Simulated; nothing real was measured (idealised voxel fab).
Process module name: voxel trench capacitor
Shown is cross-section cut, with a width of 220 nm and square cells of size 5 nm.
Just so we're on the same page, the cross-sections are grids of square cells, and they're listed out in bands top to bottom, each band one or more rows deep. First you get the band's top height and its bottom height, in nm, and then the materials it's made of, left to right, with each width in nm. If you see a single material with "everywhere", that one covers the band edge to edge. "air" is empty space. Height reference: 0 = level under which incoming wafer is all one material. Lowest band: no bottom, runs on downward, e.g. "0 -> down". The two numbers in a width such as "30->40" mark its ends across the band: the first belongs to the top row of cells, the second to the bottom row, and from each row to the next the width moves by the same amount. Step marked "changes: none"? Then no cell in the cross-section changed in it. Listed in "Closed void register": every empty space of 8 or more cells without an open way to the top. Form: width x height at distance, the distance being from the left edge, all in nm. after a step's settings: what the simulator itself notes on the step. You can add "overlay nm" to a step's line. For a step with a mask, it describes how far the mask lay to the right of its planned position, and a negative number describes a lay to the left.
# Process steps - plan
1) op RECEIVE | material Si
2) op CONFORMAL_DEP | material SiN | thk nm 10
3) op DIRECTIONAL_DEP | material aC | thk nm 15
4) op PATTERN | tone open | mask id TRENCH | material resist | width nm 20 | pitch nm 50 | thk nm 30 | overlay nm 0
5) op DIRECTIONAL_ETCH | etch materials aC | depth nm 15
6) op STRIP | etch materials resist
7) op DIRECTIONAL_ETCH | etch materials SiN | depth nm 10
8) op DIRECTIONAL_ETCH | etch materials Si | depth nm 30
9) op STRIP | etch materials aC
10) op CONFORMAL_DEP | material Al2O3 | thk nm 5
11) op FILL_DEP | material polySi | thk nm 5
12) op CMP | height nm 10
# Received-state cross-section, reflecting completion of step 1
  0 -> down = Si everywhere
  Closed void register: none
# Same starting wafer, same plan as above, one mistake in the execution; this is the cross-section at the end of the module
  10 -> 0 = 75 SiN, then 5 Al2O3, then 10 polySi, then 5 Al2O3, then 30 SiN, then 5 Al2O3, then 10 polySi, then 5 Al2O3, then 75 SiN
  0 -> -55 = 75 Si, then 5 Al2O3, then 10 polySi, then 5 Al2O3, then 30 Si, then 5 Al2O3, then 10 polySi, then 5 Al2O3, then 75 Si
  -55 -> -60 = 75 Si, then 20 Al2O3, then 30 Si, then 20 Al2O3, then 75 Si
  -60 -> down = Si everywhere
  Closed void register: none
Nonconformance to the process plan: regarding the plan, step 8 was run twice
